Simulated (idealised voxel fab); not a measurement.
Process module under the name voxel wiring stack
Cross-sectional view cut (width: 275 nm; square cell size: 5 nm).
Just so we're on the same page, the cross-sections are grids of square cells, and they're listed out in bands top to bottom, each band one or more rows deep.
First you get the band's top height and its bottom height, in nm, and then the materials it's made of, left to right, with each width in nm. If you see a single material with "all across", that one covers the band edge to edge. "air" is empty space.
Ref level 0: as-received wafer is one material below here. Bottom band extends down with no lower bound ("0 down").
Width: "30 to 40" (first number = top row, second number = bottom row, same change from row to row of cells).
It should be understood that the words "same as before", when stated for a given step, signify that the cross-section underwent no change in any of its cells during that step.
Any empty space of 8 cells or more lacking an open way to the top shows up in "Voids lacking openings" as width x height at distance, distance from the left edge, in nm.
It should be noted that, on the line of a given step, the content following the step's settings is a remark produced by the simulator itself with respect to that step.
overlay nm: step with mask; distance mask lay right of planned place; negative value = left of planned place.
BELOW IS THE LIST OF PLANNED PROCESS STEPS
| 1 | RECEIVE (material Si) |
| 2 | CONFORMAL_DEP (material SiO2; thk nm 10) |
| 3 | DIRECTIONAL_DEP (material TiN; thk nm 5) |
| 4 | DIRECTIONAL_DEP (material W; thk nm 25) |
| 5 | PATTERN (tone cover; mask id METAL_1; material resist; width nm 20; pitch nm 35; thk nm 15; overlay nm 0) |
| 6 | DIRECTIONAL_ETCH (etch materials W; depth nm 25) |
| 7 | DIRECTIONAL_ETCH (etch materials TiN; depth nm 5) |
| 8 | STRIP (etch materials resist) |
| 9 | FILL_DEP (material lowk; thk nm 5) |
| 10 | CMP (height nm 40) |
| 11 | CONFORMAL_DEP (material SiCN; thk nm 5) |
| 12 | DIRECTIONAL_DEP (material SiO2; thk nm 15) |
| 13 | PATTERN (tone open; mask id PLUG_1; material resist; width nm 15; pitch nm 70; thk nm 20; overlay nm 0) |
| 14 | DIRECTIONAL_ETCH (etch materials SiO2; depth nm 15) |
| 15 | DIRECTIONAL_ETCH (etch materials SiCN; depth nm 5) |
| 16 | STRIP (etch materials resist) |
| 17 | EPI (material Ru; thk nm 10) |
| 18 | EPI (material Ru; thk nm 10) |
| 19 | DIRECTIONAL_DEP (material TiN; thk nm 5) |
| 20 | DIRECTIONAL_DEP (material W; thk nm 25) |
| 21 | DIRECTIONAL_DEP (material aC; thk nm 15) |
| 22 | PATTERN (tone cover; mask id METAL_2; material resist; width nm 20; pitch nm 35; thk nm 30; overlay nm 0) |
| 23 | DIRECTIONAL_ETCH (etch materials aC; depth nm 15) |
| 24 | STRIP (etch materials resist) |
| 25 | DIRECTIONAL_ETCH (etch materials W; depth nm 25) |
| 26 | DIRECTIONAL_ETCH (etch materials TiN; depth nm 5) |
| 27 | STRIP (etch materials aC) |
| 28 | FILL_DEP (material lowk; thk nm 5) |
| 29 | CMP (height nm 90) |
| 30 | CONFORMAL_DEP (material SiCN; thk nm 5) |
| 31 | DIRECTIONAL_DEP (material SiO2; thk nm 10) |
| 32 | DIRECTIONAL_DEP (material aC; thk nm 10) |
| 33 | PATTERN (tone open; mask id PLUG_2; material resist; width nm 15; pitch nm 70; thk nm 25; overlay nm 0) |
| 34 | DIRECTIONAL_ETCH (etch materials aC; depth nm 10) |
| 35 | STRIP (etch materials resist) |
| 36 | DIRECTIONAL_ETCH (etch materials SiO2; depth nm 10) |
| 37 | DIRECTIONAL_ETCH (etch materials SiCN; depth nm 5) |
| 38 | STRIP (etch materials aC) |
| 39 | CONFORMAL_DEP (material TiN; thk nm 5) |
| 40 | FILL_DEP (material Ru; thk nm 5) |
| 41 | CMP (height nm 105) |
| 42 | CONFORMAL_DEP (material SiN; thk nm 5) |
| 43 | DIRECTIONAL_DEP (material SiO2; thk nm 15) |
| 44 | PATTERN (tone open; mask id METAL_3; material resist; width nm 20; pitch nm 35; thk nm 20; overlay nm 0) |
| 45 | DIRECTIONAL_ETCH (etch materials SiO2; depth nm 15) |
| 46 | DIRECTIONAL_ETCH (etch materials SiN; depth nm 5) |
| 47 | STRIP (etch materials resist) |
| 48 | CONFORMAL_DEP (material TiN; thk nm 5) |
| 49 | FILL_DEP (material Cu; thk nm 10) |
| 50 | CMP (height nm 125) |
| 51 | EPI (material Ru; thk nm 5) |
| 52 | FILL_DEP (material SiCN; thk nm 5) |
CROSS-SECTION OF THE WAFER AS IT CAME TO US, I.E., ALREADY THROUGH STEP 1
    0 down = Si all across
    Voids lacking openings: none
CROSS-SECTIONAL RESULT AFTER MODULE COMPLETION. NOTE: STARTING CONDITION AND PLAN ARE UNCHANGED FROM ABOVE; ONE PROCESSING MISTAKE WAS MADE
    135 to 130 = SiCN all across
    130 to 125 = 85 SiCN  30 Ru  5 SiCN  30 Ru  5 SiCN  30 Ru  90 SiCN
    125 to 115 = 90 SiO2  5 TiN  10 Cu  5 TiN  15 SiO2  5 TiN  10 Cu  5 TiN  15 SiO2  5 TiN  10 Cu  5 TiN  95 SiO2
    115 to 110 = 90 SiO2  20 TiN  15 SiO2  20 TiN  15 SiO2  20 TiN  95 SiO2
    110 to 105 = lowk all across
    105 to 95 = 90 SiO2  5 TiN  5 Ru  5 TiN  55 SiO2  5 TiN  5 Ru  5 TiN  100 SiO2
    95 to 90 = 90 SiCN  15 TiN  55 SiCN  15 TiN  100 SiCN
    90 to 65 = 90 lowk  20 W  15 lowk  20 W  15 lowk  20 W  95 lowk
    65 to 60 = 90 lowk  20 TiN  15 lowk  20 TiN  15 lowk  20 TiN  95 lowk
    60 to 45 = 90 SiO2  15 Ru  55 SiO2  15 Ru  100 SiO2
    45 to 40 = 90 SiCN  15 Ru  55 SiCN  15 Ru  100 SiCN
    40 to 15 = 90 lowk  20 W  15 lowk  20 W  15 lowk  20 W  95 lowk
    15 to 10 = 90 lowk  20 TiN  15 lowk  20 TiN  15 lowk  20 TiN  95 lowk
    10 to 0 = SiO2 all across
    0 down = Si all across
    Voids lacking openings: none
Nonconformance to the process plan: in deviation from the planned setting, step 42 was conducted as CONFORMAL_DEP (material lowk; thk nm 5)
